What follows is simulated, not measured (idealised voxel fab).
voxel wiring stack: a process module
Section cut is 270 nm wide and gridded with 5 nm square cells.
A cross-section is written here as square cells arranged in a grid, and it is given in bands from the top down, each band taking up one or more rows of cells. Read a band's entry like this: the first values are the height of its top and the height of its bottom in nm, and what follows is the sequence of materials from left to right, each with its width in nm. Note that "air" is empty space, and that a single material marked "throughout" reaches across the band from edge to edge. Height datum 0, below which the as-received substrate wafer is one material. Lowest band open at the bottom, running downward: "top 0, no bottom". It should be noted that a width expressed as "30 to 40" varies in equal increments from row to row of cells within the band, taking the value of the first number at the top row and that of the second number at the bottom row. "left unchanged", as given for a step, is the statement that not any cell of the cross-section underwent a change during that step. This entry, "Sealed void listing", enumerates those empty regions of no fewer than 8 cells that possess no open connection to the top. Each region is reported in the form width x height at distance, the distance being taken from the left edge, with all three quantities expressed in nm. Whatever follows a step's settings on its line is a remark the simulator itself makes about that step. A step line may carry the setting "overlay nm", which, for steps involving a mask, states the distance by which the mask lay to the right of its intended position; negative values denote displacement to the left.

### The following list gives the planned process steps
step 1: RECEIVE: material Si
step 2: CONFORMAL_DEP: material SiO2, thk nm 10
step 3: DIRECTIONAL_DEP: material TiN, thk nm 5
step 4: DIRECTIONAL_DEP: material W, thk nm 15
step 5: MASKED_ETCH: tone cover, mask id METAL_1, width nm 25, pitch nm 40, etch materials W, depth nm 15, overlay nm 0
step 6: MASKED_ETCH: tone cover, mask id METAL_1, width nm 25, pitch nm 40, etch materials TiN, depth nm 5, overlay nm 0
step 7: FILL_DEP: material lowk, thk nm 10
step 8: CMP: height nm 30
step 9: CONFORMAL_DEP: material SiCN, thk nm 5
step 10: DIRECTIONAL_DEP: material SiO2, thk nm 10
step 11: DIRECTIONAL_DEP: material aC, thk nm 15
step 12: PATTERN: tone open, mask id PLUG_1, material resist, width nm 15, pitch nm 40, thk nm 30, overlay nm 0
step 13: DIRECTIONAL_ETCH: etch materials aC, depth nm 15
step 14: STRIP: etch materials resist
step 15: DIRECTIONAL_ETCH: etch materials SiO2, depth nm 10
step 16: DIRECTIONAL_ETCH: etch materials SiCN, depth nm 5
step 17: STRIP: etch materials aC
step 18: CONFORMAL_DEP: material TiN, thk nm 5
step 19: FILL_DEP: material W, thk nm 5
step 20: CMP: height nm 45
step 21: CONFORMAL_DEP: material SiCN, thk nm 5
step 22: DIRECTIONAL_DEP: material SiO2, thk nm 15
step 23: MASKED_ETCH: tone open, mask id METAL_2, width nm 25, pitch nm 40, etch materials SiO2, depth nm 15, overlay nm 0
step 24: MASKED_ETCH: tone open, mask id METAL_2, width nm 25, pitch nm 40, etch materials SiCN, depth nm 5, overlay nm 0
step 25: CONFORMAL_DEP: material TiN, thk nm 5
step 26: FILL_DEP: material Cu, thk nm 5
step 27: CMP: height nm 65
step 28: CONFORMAL_DEP: material SiCN, thk nm 5
step 29: DIRECTIONAL_DEP: material lowk, thk nm 35
step 30: DIRECTIONAL_DEP: material aC, thk nm 15
step 31: PATTERN: tone open, mask id METAL_3_HOLES, material resist, width nm 15, pitch nm 40, thk nm 30, overlay nm 0
step 32: DIRECTIONAL_ETCH: etch materials aC, depth nm 15
step 33: STRIP: etch materials resist
step 34: DIRECTIONAL_ETCH: etch materials lowk, depth nm 35
step 35: STRIP: etch materials aC
step 36: DIRECTIONAL_DEP: material aC, thk nm 5
step 37: PATTERN: tone open, mask id METAL_3, material resist, width nm 25, pitch nm 40, thk nm 35, overlay nm 0
step 38: DIRECTIONAL_ETCH: etch materials aC, depth nm 15
step 39: STRIP: etch materials resist
step 40: DIRECTIONAL_ETCH: etch materials lowk, depth nm 20
step 41: DIRECTIONAL_ETCH: etch materials SiCN, depth nm 5
step 42: STRIP: etch materials aC
step 43: CONFORMAL_DEP: material TiN, thk nm 5
step 44: FILL_DEP: material Ru, thk nm 5
step 45: CMP: height nm 105
step 46: CONFORMAL_DEP: material SiCN, thk nm 5
step 47: DIRECTIONAL_DEP: material SiO2, thk nm 25
step 48: PATTERN: tone open, mask id METAL_4, material resist, width nm 25, pitch nm 40, thk nm 15, overlay nm 0
step 49: DIRECTIONAL_ETCH: etch materials SiO2, depth nm 15
step 50: STRIP: etch materials resist
step 51: DIRECTIONAL_DEP: material aC, thk nm 15
step 52: PATTERN: tone open, mask id METAL_4_HOLES, material resist, width nm 15, pitch nm 80, thk nm 35, overlay nm 0
step 53: DIRECTIONAL_ETCH: etch materials aC, depth nm 15
step 54: STRIP: etch materials resist
step 55: DIRECTIONAL_ETCH: etch materials SiO2, depth nm 10
step 56: DIRECTIONAL_ETCH: etch materials SiCN, depth nm 5
step 57: STRIP: etch materials aC
step 58: CONFORMAL_DEP: material TiN, thk nm 5
step 59: FILL_DEP: material Ru, thk nm 5
step 60: CMP: height nm 135
step 61: CONFORMAL_DEP: material SiN, thk nm 5
It is noted that the wafers described herein are identical at the outset and are distinguished by the thk nm of step 36; the value stated in the plan corresponds to the first wafer.

### Cross-section of the first of several received wafers, showing its state after step 1
> top 0, no bottom  Si throughout
> Sealed void listing: none

### Module end state after final step 61: cross-section of the first of several wafers
> top 140, bottom 135  SiN throughout
> top 135, bottom 125  80 nm SiO2, 5 nm TiN, 15 nm Ru, 5 nm TiN, 15 nm SiO2, 5 nm TiN, 15 nm Ru, 5 nm TiN, 15 nm SiO2, 5 nm TiN, 15 nm Ru, 5 nm TiN, 85 nm SiO2
> top 125, bottom 120  80 nm SiO2, 5 nm TiN, 5 nm Ru, 15 nm TiN, 15 nm SiO2, 25 nm TiN, 15 nm SiO2, 5 nm TiN, 5 nm Ru, 15 nm TiN, 85 nm SiO2
> top 120, bottom 110  80 nm SiO2, 5 nm TiN, 5 nm Ru, 5 nm TiN, 65 nm SiO2, 5 nm TiN, 5 nm Ru, 5 nm TiN, 95 nm SiO2
> top 110, bottom 105  80 nm SiCN, 15 nm TiN, 65 nm SiCN, 15 nm TiN, 95 nm SiCN
> top 105, bottom 90  80 nm lowk, 5 nm TiN, 15 nm Ru, 5 nm TiN, 15 nm lowk, 5 nm TiN, 15 nm Ru, 5 nm TiN, 15 nm lowk, 5 nm TiN, 15 nm Ru, 5 nm TiN, 85 nm lowk
> top 90, bottom 85  80 nm lowk, 5 nm TiN, 5 nm Ru, 15 nm TiN, 15 nm lowk, 5 nm TiN, 5 nm Ru, 15 nm TiN, 15 nm lowk, 5 nm TiN, 5 nm Ru, 15 nm TiN, 85 nm lowk
> top 85, bottom 70  80 nm lowk, 5 nm TiN, 5 nm Ru, 5 nm TiN, 25 nm lowk, 5 nm TiN, 5 nm Ru, 5 nm TiN, 25 nm lowk, 5 nm TiN, 5 nm Ru, 5 nm TiN, 95 nm lowk
> top 70, bottom 65  80 nm SiCN, 15 nm TiN, 25 nm SiCN, 15 nm TiN, 25 nm SiCN, 15 nm TiN, 95 nm SiCN
> top 65, bottom 50  80 nm SiO2, 5 nm TiN, 15 nm Cu, 5 nm TiN, 15 nm SiO2, 5 nm TiN, 15 nm Cu, 5 nm TiN, 15 nm SiO2, 5 nm TiN, 15 nm Cu, 5 nm TiN, 85 nm SiO2
> top 50, bottom 45  80 nm SiCN, 25 nm TiN, 15 nm SiCN, 25 nm TiN, 15 nm SiCN, 25 nm TiN, 85 nm SiCN
> top 45, bottom 35  80 nm SiO2, 5 nm TiN, 5 nm W, 5 nm TiN, 25 nm SiO2, 5 nm TiN, 5 nm W, 5 nm TiN, 25 nm SiO2, 5 nm TiN, 5 nm W, 5 nm TiN, 95 nm SiO2
> top 35, bottom 30  80 nm SiCN, 15 nm TiN, 25 nm SiCN, 15 nm TiN, 25 nm SiCN, 15 nm TiN, 95 nm SiCN
> top 30, bottom 15  80 nm lowk, 25 nm W, 15 nm lowk, 25 nm W, 15 nm lowk, 25 nm W, 85 nm lowk
> top 15, bottom 10  80 nm lowk, 25 nm TiN, 15 nm lowk, 25 nm TiN, 15 nm lowk, 25 nm TiN, 85 nm lowk
> top 10, bottom 0  SiO2 throughout
> top 0, no bottom  Si throughout
> Sealed void listing: none

### Cross-section of the final wafer among several, taken at the end of the module
> top 140, bottom 135  SiN throughout
> top 135, bottom 125  80 nm SiO2, 5 nm TiN, 15 nm Ru, 5 nm TiN, 15 nm SiO2, 5 nm TiN, 15 nm Ru, 5 nm TiN, 15 nm SiO2, 5 nm TiN, 15 nm Ru, 5 nm TiN, 85 nm SiO2
> top 125, bottom 120  80 nm SiO2, 5 nm TiN, 5 nm Ru, 15 nm TiN, 15 nm SiO2, 25 nm TiN, 15 nm SiO2, 5 nm TiN, 5 nm Ru, 15 nm TiN, 85 nm SiO2
> top 120, bottom 110  80 nm SiO2, 5 nm TiN, 5 nm Ru, 5 nm TiN, 65 nm SiO2, 5 nm TiN, 5 nm Ru, 5 nm TiN, 95 nm SiO2
> top 110, bottom 105  80 nm SiCN, 15 nm TiN, 65 nm SiCN, 15 nm TiN, 95 nm SiCN
> top 105, bottom 75  80 nm lowk, 5 nm TiN, 5 nm Ru, 5 nm TiN, 25 nm lowk, 5 nm TiN, 5 nm Ru, 5 nm TiN, 25 nm lowk, 5 nm TiN, 5 nm Ru, 5 nm TiN, 95 nm lowk
> top 75, bottom 70  80 nm lowk, 15 nm TiN, 25 nm lowk, 15 nm TiN, 25 nm lowk, 15 nm TiN, 95 nm lowk
> top 70, bottom 65  SiCN throughout
> top 65, bottom 50  80 nm SiO2, 5 nm TiN, 15 nm Cu, 5 nm TiN, 15 nm SiO2, 5 nm TiN, 15 nm Cu, 5 nm TiN, 15 nm SiO2, 5 nm TiN, 15 nm Cu, 5 nm TiN, 85 nm SiO2
> top 50, bottom 45  80 nm SiCN, 25 nm TiN, 15 nm SiCN, 25 nm TiN, 15 nm SiCN, 25 nm TiN, 85 nm SiCN
> top 45, bottom 35  80 nm SiO2, 5 nm TiN, 5 nm W, 5 nm TiN, 25 nm SiO2, 5 nm TiN, 5 nm W, 5 nm TiN, 25 nm SiO2, 5 nm TiN, 5 nm W, 5 nm TiN, 95 nm SiO2
> top 35, bottom 30  80 nm SiCN, 15 nm TiN, 25 nm SiCN, 15 nm TiN, 25 nm SiCN, 15 nm TiN, 95 nm SiCN
> top 30, bottom 15  80 nm lowk, 25 nm W, 15 nm lowk, 25 nm W, 15 nm lowk, 25 nm W, 85 nm lowk
> top 15, bottom 10  80 nm lowk, 25 nm TiN, 15 nm lowk, 25 nm TiN, 15 nm lowk, 25 nm TiN, 85 nm lowk
> top 10, bottom 0  SiO2 throughout
> top 0, no bottom  Si throughout
> Sealed void listing: none

### Quick key for the table: a row per wafer, taken at the end of the module. For each material it tells you how many cells the wafer gained (+) or lost (-) since it came in, and the closed voids come after
thk nm 5, +27 Cu, +63 Ru, +177 SiCN, +54 SiN, +528 SiO2, +165 TiN, +51 W, +447 lowk, Sealed void listing: none
thk nm 10, +27 Cu, +63 Ru, +177 SiCN, +54 SiN, +528 SiO2, +165 TiN, +51 W, +447 lowk, Sealed void listing: none
thk nm 15, +27 Cu, +63 Ru, +177 SiCN, +54 SiN, +528 SiO2, +165 TiN, +51 W, +447 lowk, Sealed void listing: none
thk nm 20, +27 Cu, +42 Ru, +186 SiCN, +54 SiN, +528 SiO2, +153 TiN, +51 W, +471 lowk, Sealed void listing: none
thk nm 25, +27 Cu, +42 Ru, +186 SiCN, +54 SiN, +528 SiO2, +153 TiN, +51 W, +471 lowk, Sealed void listing: none
thk nm 30, +27 Cu, +42 Ru, +186 SiCN, +54 SiN, +528 SiO2, +153 TiN, +51 W, +471 lowk, Sealed void listing: none
